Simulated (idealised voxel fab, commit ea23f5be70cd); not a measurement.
Module name: voxel capacitor over wiring (process module)
The cross-section shown here is cut; it is 245 nm wide and divided into square cells measuring 5 nm on a side.
Cross-section format: a grid of square cells, given as bands from top to bottom; each band is one or more rows of cells.
Heights first: top, then bottom, in nm. Then materials, left to right, each with a width in nm. "full width" on a single material: fills the band edge to edge. "blank": empty space.
All heights in this document are referenced to 0, defined as the level beneath which the wafer, as received, consists entirely of one material. The lowest band is not bounded below; it extends indefinitely downward and is written in the form "0 and below".
The notation "30..40" denotes a width that varies across the rows of cells in the band, beginning at the first number in the top row, finishing at the second number in the bottom row, and changing by an identical amount from each row to the next.
It should be understood that the words "no alterations made", when stated for a given step, signify that the cross-section underwent no change in any of its cells during that step.
Reported under the label "Listed closed voids" are the empty spaces having no open way to the top and comprising 8 cells or more; the notation for each is width x height at distance, in which the distance is measured from the left edge and all three values are in nm.
Note: text after step settings on the step line = simulator remark on that step.
If you see "overlay nm" on a step's line and that step has a mask, it's telling you how far right of where it was planned the mask ended up; a negative number means it went left instead.

PLANNED STEP LIST FOR THE PROCESS
- 1: RECEIVE | material Si
- 2: CONFORMAL_DEP | material SiO2 | thk nm 10
- 3: DIRECTIONAL_DEP | material TiN | thk nm 5
- 4: DIRECTIONAL_DEP | material Ru | thk nm 15
- 5: PATTERN | tone cover | mask id METAL_1 | material resist | width nm 20 | pitch nm 85 | thk nm 20 | overlay nm 0
- 6: DIRECTIONAL_ETCH | etch materials Ru | depth nm 15
- 7: DIRECTIONAL_ETCH | etch materials TiN | depth nm 5
- 8: STRIP | etch materials resist
- 9: CONFORMAL_DEP | material SiN | thk nm 5
- 10: FILL_DEP | material SiO2 | thk nm 10
- 11: CMP | height nm 30
- 12: CONFORMAL_DEP | material SiCN | thk nm 5
- 13: DIRECTIONAL_DEP | material SiO2 | thk nm 15
- 14: DIRECTIONAL_DEP | material aC | thk nm 10
- 15: PATTERN | tone open | mask id PLUG_1 | material resist | width nm 15 | thk nm 25 | overlay nm 0
- 16: DIRECTIONAL_ETCH | etch materials aC | depth nm 10
- 17: STRIP | etch materials resist
- 18: DIRECTIONAL_ETCH | etch materials SiO2 | depth nm 15
- 19: DIRECTIONAL_ETCH | etch materials SiCN | depth nm 5
- 20: STRIP | etch materials aC
- 21: EPI | material Ru | thk nm 10
- 22: EPI | material Ru | thk nm 10
- 23: DIRECTIONAL_DEP | material TiN | thk nm 10
- 24: DIRECTIONAL_DEP | material SiN | thk nm 5
- 25: DIRECTIONAL_DEP | material TiN | thk nm 10
- 26: PATTERN | tone cover | mask id UPPER_PLATE | material resist | width nm 70 | thk nm 15 | overlay nm 0
- 27: DIRECTIONAL_ETCH | etch materials TiN | depth nm 10
- 28: DIRECTIONAL_ETCH | etch materials SiN | depth nm 5
- 29: STRIP | etch materials resist
- 30: PATTERN | tone cover | mask id LOWER_PLATE | material resist | width nm 80 | thk nm 15 | overlay nm 0
- 31: DIRECTIONAL_ETCH | etch materials TiN | depth nm 10
- 32: STRIP | etch materials resist
- 33: FILL_DEP | material SiO2 | thk nm 20
- 34: CMP | height nm 90
- 35: PATTERN | tone open | mask id PLUG_2 | material resist | width nm 15 | thk nm 15 | overlay nm 0
- 36: DIRECTIONAL_ETCH | etch materials SiO2 | depth nm 15
- 37: STRIP | etch materials resist
- 38: CONFORMAL_DEP | material TiN | thk nm 5
- 39: FILL_DEP | material W | thk nm 10
- 40: CMP | height nm 90
- 41: CONFORMAL_DEP | material SiN | thk nm 5

WAFER AS RECEIVED: CROSS-SECTION FOLLOWING STEP 1
	0 and below = Si full width
	Listed closed voids: none

A WAFER AT THE END: THIS START, THIS PLAN, ONE MISTAKE
	95 down to 90 = SiN full width
	90 down to 80 = 85 of SiO2  5 of TiN  5 of W  5 of TiN  145 of SiO2
	80 down to 75 = 85 of SiO2  15 of TiN  145 of SiO2
	75 down to 65 = Ru full width
	65 down to 60 = SiN full width
	60 down to 50 = TiN full width
	50 down to 35 = 75 of SiO2  15 of Ru  155 of SiO2
	35 down to 30 = 75 of SiCN  15 of Ru  155 of SiCN
	30 down to 15 = 65 of SiO2  5 of SiN  20 of Ru  5 of SiN  55 of SiO2  5 of SiN  20 of Ru  5 of SiN  65 of SiO2
	15 down to 10 = 70 of SiN  20 of TiN  65 of SiN  20 of TiN  70 of SiN
	10 down to 0 = SiO2 full width
	0 and below = Si full width
	Listed closed voids: none
what went wrong: heads up, step 25 didn't go per plan, it actually ran as DIRECTIONAL_DEP | material Ru | thk nm 10
